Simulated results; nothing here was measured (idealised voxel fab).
process module | voxel self aligned contacts
The cross-section on display is named cut; it measures 245 nm wide, and its cells are 5 nm squares.
Throughout this document, each cross-section is represented as a grid of square cells and is presented as a sequence of bands enumerated from the top downward, where a band comprises one or more rows of cells.
Top height, bottom height, nm. Materials left to right, width each, nm. Single material + "edge to edge" = fills band edge to edge. "air" = empty.
All heights in this document are referenced to 0, defined as the level beneath which the wafer, as received, consists entirely of one material. The lowest band is not bounded below; it extends indefinitely downward and is written in the form "0 nm and below".
So if you see something like "30..40" for the width, read it as the top row of the band sitting at the first number and the bottom row at the second, with every row in between moving by the same amount as the last.
Where a step carries "nothing changed", the cross-section came out of it unchanged, cell for cell.
This entry, "Closed voids list", enumerates those empty regions of no fewer than 8 cells that possess no open connection to the top. Each region is reported in the form width x height at distance, the distance being taken from the left edge, with all three quantities expressed in nm.
Heads up: the bit after the settings on a step's line is the simulator's remark on that step.
The line of a step may include "overlay nm". On a step with a mask, this value is how far to the right of its planned place the mask lay. A negative value means the mask lay to the left.
Process steps foreseen in the plan:
1,op RECEIVE | material Si
2,op CONFORMAL_DEP | material SiO2 | thk nm 5
3,op DIRECTIONAL_DEP | material polySi | thk nm 20
4,op DIRECTIONAL_DEP | material SiN | thk nm 20
5,op DIRECTIONAL_DEP | material aC | thk nm 10
6,op PATTERN | tone cover | mask id GATE | material resist | width nm 25 | pitch nm 55 | thk nm 25 | overlay nm 0
7,op DIRECTIONAL_ETCH | etch materials aC | depth nm 10
8,op STRIP | etch materials resist
9,op DIRECTIONAL_ETCH | etch materials SiN | depth nm 20
10,op DIRECTIONAL_ETCH | etch materials polySi | depth nm 20
11,op STRIP | etch materials aC
12,op CONFORMAL_DEP | material SiN | thk nm 5
13,op DIRECTIONAL_ETCH | etch materials SiN | depth nm 5
14,op FILL_DEP | material SiO2 | thk nm 15
15,op CMP | height nm 55
16,op MASKED_ETCH | tone open | mask id CONTACT | width nm 40 | pitch nm 55 | etch materials SiO2 | depth nm 55 | overlay nm 0
17,op CONFORMAL_DEP | material TiN | thk nm 5
18,op FILL_DEP | material Ru | thk nm 5
19,op CMP | height nm 55
20,op CONFORMAL_DEP | material SiCN | thk nm 5
Run as planned: first of two wafers:
Cross-section: wafer on arrival = after step 1:
  0 nm and below = Si edge to edge
  Closed voids list: none
After step 2: wafer cross-section:
  5 nm to 0 nm = SiO2 edge to edge
  No changes below 0.
After step 3: wafer cross-section:
  25 nm to 5 nm = polySi edge to edge
  No changes below 5.
After step 4: wafer cross-section:
  45 nm to 25 nm = SiN edge to edge
  No changes below 25.
After step 5: wafer cross-section:
  55 nm to 45 nm = aC edge to edge
  No changes below 45.
After step 6: wafer cross-section:
  80 nm to 55 nm = 55 of air  25 of resist  30 of air  25 of resist  30 of air  25 of resist  55 of air
  No changes below 55.
After step 7: wafer cross-section:
  70 nm to 55 nm = 55 of air  25 of resist  30 of air  25 of resist  30 of air  25 of resist  55 of air
  55 nm to 45 nm = 55 of air  25 of aC  30 of air  25 of aC  30 of air  25 of aC  55 of air
  No changes below 45.
After step 8: wafer cross-section:
  55 nm to 45 nm = 55 of air  25 of aC  30 of air  25 of aC  30 of air  25 of aC  55 of air
  No changes below 45.
After step 9: wafer cross-section:
  55 nm to 45 nm = 55 of air  25 of aC  30 of air  25 of aC  30 of air  25 of aC  55 of air
  45 nm to 25 nm = 55 of air  25 of SiN  30 of air  25 of SiN  30 of air  25 of SiN  55 of air
  No changes below 25.
After step 10: wafer cross-section:
  55 nm to 45 nm = 55 of air  25 of aC  30 of air  25 of aC  30 of air  25 of aC  55 of air
  45 nm to 25 nm = 55 of air  25 of SiN  30 of air  25 of SiN  30 of air  25 of SiN  55 of air
  25 nm to 5 nm = 55 of air  25 of polySi  30 of air  25 of polySi  30 of air  25 of polySi  55 of air
  No changes below 5.
After step 11: wafer cross-section:
  45 nm to 25 nm = 55 of air  25 of SiN  30 of air  25 of SiN  30 of air  25 of SiN  55 of air
  No changes below 25.
After step 12: wafer cross-section:
  50 nm to 25 nm = 50 of air  35 of SiN  20 of air  35 of SiN  20 of air  35 of SiN  50 of air
  25 nm to 10 nm = 50 of air  5 of SiN  25 of polySi  5 of SiN  20 of air  5 of SiN  25 of polySi  5 of SiN  20 of air  5 of SiN  25 of polySi  5 of SiN  50 of air
  10 nm to 5 nm = 55 of SiN  25 of polySi  30 of SiN  25 of polySi  30 of SiN  25 of polySi  55 of SiN
  No changes below 5.
After step 13: wafer cross-section:
  45 nm to 25 nm = 50 of air  35 of SiN  20 of air  35 of SiN  20 of air  35 of SiN  50 of air
  25 nm to 5 nm = 50 of air  5 of SiN  25 of polySi  5 of SiN  20 of air  5 of SiN  25 of polySi  5 of SiN  20 of air  5 of SiN  25 of polySi  5 of SiN  50 of air
  No changes below 5.
After step 14: wafer cross-section:
  60 nm to 45 nm = SiO2 edge to edge
  45 nm to 25 nm = 50 of SiO2  35 of SiN  20 of SiO2  35 of SiN  20 of SiO2  35 of SiN  50 of SiO2
  25 nm to 5 nm = 50 of SiO2  5 of SiN  25 of polySi  5 of SiN  20 of SiO2  5 of SiN  25 of polySi  5 of SiN  20 of SiO2  5 of SiN  25 of polySi  5 of SiN  50 of SiO2
  No changes below 5.
After step 15: wafer cross-section:
  55 nm to 45 nm = SiO2 edge to edge
  No changes below 45.
After step 16: wafer cross-section:
  55 nm to 45 nm = 75 of SiO2  40 of air  15 of SiO2  40 of air  75 of SiO2
  45 nm to 25 nm = 50 of SiO2  35 of SiN  20 of air  35 of SiN  20 of air  35 of SiN  50 of SiO2
  25 nm to 5 nm = 50 of SiO2  5 of SiN  25 of polySi  5 of SiN  20 of air  5 of SiN  25 of polySi  5 of SiN  20 of air  5 of SiN  25 of polySi  5 of SiN  50 of SiO2
  5 nm to 0 nm = 85 of SiO2  20 of air  35 of SiO2  20 of air  85 of SiO2
  No changes below 0.
After step 17: wafer cross-section:
  60 nm to 55 nm = 80 of TiN  30 of air  25 of TiN  30 of air  80 of TiN
  55 nm to 45 nm = 75 of SiO2  5..15 of TiN  30..10 of air  5..15 of TiN  15 of SiO2  5..15 of TiN  30..10 of air  5..15 of TiN  75 of SiO2
  45 nm to 25 nm = 50 of SiO2  35 of SiN  5 of TiN  10 of air  5 of TiN  35 of SiN  5 of TiN  10 of air  5 of TiN  35 of SiN  50 of SiO2
  25 nm to 5 nm = 50 of SiO2  5 of SiN  25 of polySi  5 of SiN  5 of TiN  10 of air  5 of TiN  5 of SiN  25 of polySi  5 of SiN  5 of TiN  10 of air  5 of TiN  5 of SiN  25 of polySi  5 of SiN  50 of SiO2
  5 nm to 0 nm = 85 of SiO2  20 of TiN  35 of SiO2  20 of TiN  85 of SiO2
  No changes below 0.
After step 18: wafer cross-section:
  65 nm to 60 nm = Ru edge to edge
  60 nm to 55 nm = 80 of TiN  30 of Ru  25 of TiN  30 of Ru  80 of TiN
  55 nm to 45 nm = 75 of SiO2  5..15 of TiN  30..10 of Ru  5..15 of TiN  15 of SiO2  5..15 of TiN  30..10 of Ru  5..15 of TiN  75 of SiO2
  45 nm to 25 nm = 50 of SiO2  35 of SiN  5 of TiN  10 of Ru  5 of TiN  35 of SiN  5 of TiN  10 of Ru  5 of TiN  35 of SiN  50 of SiO2
  25 nm to 5 nm = 50 of SiO2  5 of SiN  25 of polySi  5 of SiN  5 of TiN  10 of Ru  5 of TiN  5 of SiN  25 of polySi  5 of SiN  5 of TiN  10 of Ru  5 of TiN  5 of SiN  25 of polySi  5 of SiN  50 of SiO2
  No changes below 5.
After step 19: wafer cross-section:
  55 nm to 45 nm = 75 of SiO2  5..15 of TiN  30..10 of Ru  5..15 of TiN  15 of SiO2  5..15 of TiN  30..10 of Ru  5..15 of TiN  75 of SiO2
  No changes below 45.
After step 20: wafer cross-section:
  60 nm to 55 nm = SiCN edge to edge
  No changes below 55.
The second wafer began exactly as the first did and followed the same plan, but one mistake was made while running it; through step 2 inclusive, the two wafers are identical:
X-section, second wafer, when step 3 was due to finish:
  45 nm to 5 nm = polySi edge to edge
  No changes below 5.
X-section, second wafer, when step 4 was due to finish:
  65 nm to 45 nm = SiN edge to edge
  No changes below 45.
X-section, second wafer, when step 5 was due to finish:
  75 nm to 65 nm = aC edge to edge
  No changes below 65.
X-section, second wafer, when step 6 was due to finish:
  100 nm to 75 nm = 55 of air  25 of resist  30 of air  25 of resist  30 of air  25 of resist  55 of air
  No changes below 75.
X-section, second wafer, when step 7 was due to finish:
  90 nm to 75 nm = 55 of air  25 of resist  30 of air  25 of resist  30 of air  25 of resist  55 of air
  75 nm to 65 nm = 55 of air  25 of aC  30 of air  25 of aC  30 of air  25 of aC  55 of air
  No changes below 65.
X-section, second wafer, when step 8 was due to finish:
  75 nm to 65 nm = 55 of air  25 of aC  30 of air  25 of aC  30 of air  25 of aC  55 of air
  No changes below 65.
X-section, second wafer, when step 9 was due to finish:
  75 nm to 65 nm = 55 of air  25 of aC  30 of air  25 of aC  30 of air  25 of aC  55 of air
  65 nm to 45 nm = 55 of air  25 of SiN  30 of air  25 of SiN  30 of air  25 of SiN  55 of air
  No changes below 45.
X-section, second wafer, when step 10 was due to finish:
  75 nm to 65 nm = 55 of air  25 of aC  30 of air  25 of aC  30 of air  25 of aC  55 of air
  65 nm to 45 nm = 55 of air  25 of SiN  30 of air  25 of SiN  30 of air  25 of SiN  55 of air
  45 nm to 25 nm = 55 of air  25 of polySi  30 of air  25 of polySi  30 of air  25 of polySi  55 of air
  No changes below 25.
X-section, second wafer, when step 11 was due to finish:
  65 nm to 45 nm = 55 of air  25 of SiN  30 of air  25 of SiN  30 of air  25 of SiN  55 of air
  No changes below 45.
X-section, second wafer, when step 12 was due to finish:
  70 nm to 45 nm = 50 of air  35 of SiN  20 of air  35 of SiN  20 of air  35 of SiN  50 of air
  45 nm to 30 nm = 50 of air  5 of SiN  25 of polySi  5 of SiN  20 of air  5 of SiN  25 of polySi  5 of SiN  20 of air  5 of SiN  25 of polySi  5 of SiN  50 of air
  30 nm to 25 nm = 55 of SiN  25 of polySi  30 of SiN  25 of polySi  30 of SiN  25 of polySi  55 of SiN
  No changes below 25.
X-section, second wafer, when step 13 was due to finish:
  65 nm to 45 nm = 50 of air  35 of SiN  20 of air  35 of SiN  20 of air  35 of SiN  50 of air
  45 nm to 25 nm = 50 of air  5 of SiN  25 of polySi  5 of SiN  20 of air  5 of SiN  25 of polySi  5 of SiN  20 of air  5 of SiN  25 of polySi  5 of SiN  50 of air
  No changes below 25.
X-section, second wafer, when step 14 was due to finish:
  80 nm to 65 nm = SiO2 edge to edge
  65 nm to 45 nm = 50 of SiO2  35 of SiN  20 of SiO2  35 of SiN  20 of SiO2  35 of SiN  50 of SiO2
  45 nm to 25 nm = 50 of SiO2  5 of SiN  25 of polySi  5 of SiN  20 of SiO2  5 of SiN  25 of polySi  5 of SiN  20 of SiO2  5 of SiN  25 of polySi  5 of SiN  50 of SiO2
  No changes below 25.
X-section, second wafer, when step 15 was due to finish:
  55 nm to 45 nm = 50 of SiO2  35 of SiN  20 of SiO2  35 of SiN  20 of SiO2  35 of SiN  50 of SiO2
  No changes below 45.
X-section, second wafer, when step 16 was due to finish:
  55 nm to 45 nm = 50 of SiO2  35 of SiN  20 of air  35 of SiN  20 of air  35 of SiN  50 of SiO2
  45 nm to 25 nm = 50 of SiO2  5 of SiN  25 of polySi  5 of SiN  20 of air  5 of SiN  25 of polySi  5 of SiN  20 of air  5 of SiN  25 of polySi  5 of SiN  50 of SiO2
  No changes below 25.
X-section, second wafer, when step 17 was due to finish:
  60 nm to 55 nm = 90 of TiN  10 of air  45 of TiN  10 of air  90 of TiN
  55 nm to 45 nm = 50 of SiO2  35 of SiN  5 of TiN  10 of air  5 of TiN  35 of SiN  5 of TiN  10 of air  5 of TiN  35 of SiN  50 of SiO2
  45 nm to 30 nm = 50 of SiO2  5 of SiN  25 of polySi  5 of SiN  5 of TiN  10 of air  5 of TiN  5 of SiN  25 of polySi  5 of SiN  5 of TiN  10 of air  5 of TiN  5 of SiN  25 of polySi  5 of SiN  50 of SiO2
  30 nm to 25 nm = 50 of SiO2  5 of SiN  25 of polySi  5 of SiN  20 of TiN  5 of SiN  25 of polySi  5 of SiN  20 of TiN  5 of SiN  25 of polySi  5 of SiN  50 of SiO2
  No changes below 25.
X-section, second wafer, when step 18 was due to finish:
  65 nm to 60 nm = Ru edge to edge
  60 nm to 55 nm = 90 of TiN  10 of Ru  45 of TiN  10 of Ru  90 of TiN
  55 nm to 45 nm = 50 of SiO2  35 of SiN  5 of TiN  10 of Ru  5 of TiN  35 of SiN  5 of TiN  10 of Ru  5 of TiN  35 of SiN  50 of SiO2
  45 nm to 30 nm = 50 of SiO2  5 of SiN  25 of polySi  5 of SiN  5 of TiN  10 of Ru  5 of TiN  5 of SiN  25 of polySi  5 of SiN  5 of TiN  10 of Ru  5 of TiN  5 of SiN  25 of polySi  5 of SiN  50 of SiO2
  No changes below 30.
X-section, second wafer, when step 19 was due to finish:
  55 nm to 45 nm = 50 of SiO2  35 of SiN  5 of TiN  10 of Ru  5 of TiN  35 of SiN  5 of TiN  10 of Ru  5 of TiN  35 of SiN  50 of SiO2
  No changes below 45.
X-section, second wafer, when step 20 was due to finish:
  60 nm to 55 nm = SiCN edge to edge
  No changes below 55.
Plan not followed: plan step 3 was conducted twice
The closing comparison, in cells, has the second wafer with more or fewer of some materials than the first: Ru -28 | SiN -42 | SiO2 -98 | TiN -28 | polySi +196
